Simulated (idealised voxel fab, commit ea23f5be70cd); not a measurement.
The document below concerns the process module designated voxel capacitor over wiring.
FYI the section here is cut, 245 nm wide, cells are 5 nm squares.
Cross-section spec: square-cell grid; bands listed top down; each band is one or more rows.
This entry defines a band. It first specifies the height of the band's top and the height of its bottom in nm, and then specifies the band's materials from left to right, stating each material with its width in nm. The word "all across" identifies a single material that fills the band from edge to edge, while the word "blank" identifies empty space.
For the purposes of this specification, 0 denotes the height below which the wafer in its as-received condition is composed wholly of one material, and the lowermost band, lacking a lower limit, extends downward without end, as expressed in "0 down".
Width spec "30 to 40" -> top row of cells at first value, bottom row at second value, equal per-row change in between.
Step note "no modification" = no cross-section cell changed.
Under "Voids, fully enclosed" you'll find the enclosed gaps, the ones with no way out to the top, that are 8 cells or bigger; each reads width x height at distance, with distance counted from the left edge, everything in nm.
Step line, after settings: the simulator's comment on this step.
When a step includes a mask, the "overlay nm" setting on its line states how far to the right of its planned place that mask lay, and negative values state how far to the left.

## The planned process steps are enumerated hereunder
1: RECEIVE [material Si]
2: CONFORMAL_DEP [material SiO2] [thk nm 15]
3: DIRECTIONAL_DEP [material TiN] [thk nm 5]
4: DIRECTIONAL_DEP [material W] [thk nm 15]
5: MASKED_ETCH [tone cover] [mask id METAL_1] [width nm 20] [pitch nm 85] [etch materials W] [depth nm 15] [overlay nm 0]
6: MASKED_ETCH [tone cover] [mask id METAL_1] [width nm 20] [pitch nm 85] [etch materials TiN] [depth nm 5] [overlay nm 0]
7: CONFORMAL_DEP [material SiN] [thk nm 5]
8: FILL_DEP [material lowk] [thk nm 10]
9: CMP [height nm 35]
10: CONFORMAL_DEP [material SiCN] [thk nm 5]
11: DIRECTIONAL_DEP [material lowk] [thk nm 20]
12: MASKED_ETCH [tone open] [mask id PLUG_1] [width nm 15] [etch materials lowk] [depth nm 20] [overlay nm 0]
13: MASKED_ETCH [tone open] [mask id PLUG_1] [width nm 15] [etch materials SiCN] [depth nm 5] [overlay nm 0]
14: EPI [material Ru] [thk nm 10]
15: EPI [material Ru] [thk nm 10]
16: EPI [material Ru] [thk nm 5]
17: DIRECTIONAL_DEP [material TiN] [thk nm 5]
18: DIRECTIONAL_DEP [material Al2O3] [thk nm 5]
19: DIRECTIONAL_DEP [material TiN] [thk nm 5]
20: PATTERN [tone cover] [mask id UPPER_PLATE] [material resist] [width nm 70] [thk nm 15] [overlay nm 0]
21: DIRECTIONAL_ETCH [etch materials TiN] [depth nm 5]
22: DIRECTIONAL_ETCH [etch materials Al2O3] [depth nm 5]
23: STRIP [etch materials resist]
24: PATTERN [tone cover] [mask id LOWER_PLATE] [material resist] [width nm 80] [thk nm 20] [overlay nm 0]
25: DIRECTIONAL_ETCH [etch materials TiN] [depth nm 5]
26: STRIP [etch materials resist]
27: FILL_DEP [material SiO2] [thk nm 20]
28: CMP [height nm 90]
29: MASKED_ETCH [tone open] [mask id PLUG_2] [width nm 15] [etch materials SiO2] [depth nm 15] [overlay nm 0]
30: CONFORMAL_DEP [material TiN] [thk nm 5]
31: FILL_DEP [material Ru] [thk nm 10]
32: CMP [height nm 90]
33: CONFORMAL_DEP [material SiN] [thk nm 5]

## Cross-section of the wafer upon arrival, representing the state reached after step 1
0 down | Si all across
Voids, fully enclosed: none

## Here's the wafer cut in cross-section after the module, started and planned just like above, except one thing was done wrong in the run
95 to 90 | SiN all across
90 to 80 | SiO2 (85), TiN (5), Ru (5), TiN (5), SiO2 (145)
80 to 70 | SiO2 (85 to 75), TiN (15 to 70), SiO2 (145 to 100)
70 to 65 | SiO2 (75), Al2O3 (70), SiO2 (100)
65 to 60 | SiO2 (70), TiN (80), SiO2 (95)
60 to 40 | lowk (75), Ru (15), lowk (155)
40 to 35 | SiCN (75), Ru (15), SiCN (155)
35 to 25 | lowk (55), SiN (5), W (20), SiN (5), lowk (55), SiN (5), W (20), SiN (5), lowk (75)
25 to 20 | lowk (55), SiN (5), W (20), SiN (15), lowk (45), SiN (5), W (20), SiN (15), lowk (65)
20 to 15 | SiN (60), TiN (30), SiN (55), TiN (30), SiN (70)
15 to 0 | SiO2 all across
0 down | Si all across
Voids, fully enclosed: none
Nonconformance to the process plan: step 5 ran differently from the plan; actual operation with settings: MASKED_ETCH [tone cover] [mask id METAL_1] [width nm 20] [pitch nm 85] [etch materials W] [depth nm 15] [overlay nm -10]
